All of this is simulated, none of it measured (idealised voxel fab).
The following process module bears the name voxel self aligned contacts.
The width of the displayed cross-section, cut, is 270 nm; its cells are square, with a size of 5 nm.
How to read a cross-section here: the picture is a grid of square cells, written as bands going from the top down, and any band can span one or more rows of cells. Heads up on the band format: heights come first, top then bottom, in nm. After that it's the materials left to right, each with its width in nm. A single material flagged "full width" fills the whole band edge to edge, and "blank" means there's empty space there. Heights are expressed relative to 0, this being the level below which the as-received wafer comprises one material exclusively. The lowest band is unbounded in the downward direction and is denoted as in "0 nm and below". The two numbers in a width such as "30 to 40" mark its ends across the band: the first belongs to the top row of cells, the second to the bottom row, and from each row to the next the width moves by the same amount. The designation "remains unaltered", where it is given for a processing step, indicates that no cell of the cross-section was altered in the course of that step. This entry, "Non-vented voids", enumerates those empty regions of no fewer than 8 cells that possess no open connection to the top. Each region is reported in the form width x height at distance, the distance being taken from the left edge, with all three quantities expressed in nm. What comes after the settings on a step's line is commentary from the simulator itself on that step. The setting "overlay nm" may be written on the line of a step. When the step uses a mask, the value reports how far to the right of the planned place the mask lay, and a negative value reports that it lay to the left.
Steps in the process plan
1 RECEIVE (material Si)
2 CONFORMAL_DEP (material SiO2; thk nm 5)
3 DIRECTIONAL_DEP (material polySi; thk nm 25)
4 DIRECTIONAL_DEP (material SiN; thk nm 20)
5 MASKED_ETCH (tone cover; mask id GATE; width nm 25; pitch nm 65; etch materials SiN; depth nm 20; overlay nm -15)
6 MASKED_ETCH (tone cover; mask id GATE; width nm 25; pitch nm 65; etch materials polySi; depth nm 25; overlay nm 0)
7 CONFORMAL_DEP (material SiN; thk nm 10)
8 DIRECTIONAL_ETCH (etch materials SiN; depth nm 10)
9 FILL_DEP (material SiO2; thk nm 15)
10 CMP (height nm 55)
11 PATTERN (tone open; mask id CONTACT; material resist; width nm 50; pitch nm 65; thk nm 15; overlay nm 0)
12 DIRECTIONAL_ETCH (etch materials SiO2; depth nm 55)
13 STRIP (etch materials resist)
14 CONFORMAL_DEP (material TiN; thk nm 5)
15 FILL_DEP (material W; thk nm 5)
16 CMP (height nm 55)
17 CONFORMAL_DEP (material SiN; thk nm 5)
What sets these wafers apart? The overlay nm at step 5. They all start alike, and the plan carries the first wafer's value.
Cut through the first of several wafers as received, post step 1
    0 nm and below: Si full width
    Non-vented voids: none
Below, a row for every wafer. Read it as the end-of-module picture: for each material the wafer shows its cells gained (+) or lost (-) since it was received, and then its closed voids
overlay nm -15, +222 SiN, +242 SiO2, +48 TiN, +16 W, +120 polySi, Non-vented voids: none
overlay nm -10, +222 SiN, +245 SiO2, +60 TiN, +16 W, +105 polySi, Non-vented voids: none
overlay nm -5, +222 SiN, +248 SiO2, +60 TiN, +28 W, +90 polySi, Non-vented voids: none
overlay nm 0, +222 SiN, +251 SiO2, +60 TiN, +40 W, +75 polySi, Non-vented voids: none
overlay nm 5, +222 SiN, +248 SiO2, +60 TiN, +28 W, +90 polySi, Non-vented voids: none
overlay nm 10, +222 SiN, +245 SiO2, +60 TiN, +16 W, +105 polySi, Non-vented voids: none
overlay nm 15, +222 SiN, +242 SiO2, +48 TiN, +16 W, +120 polySi, Non-vented voids: none
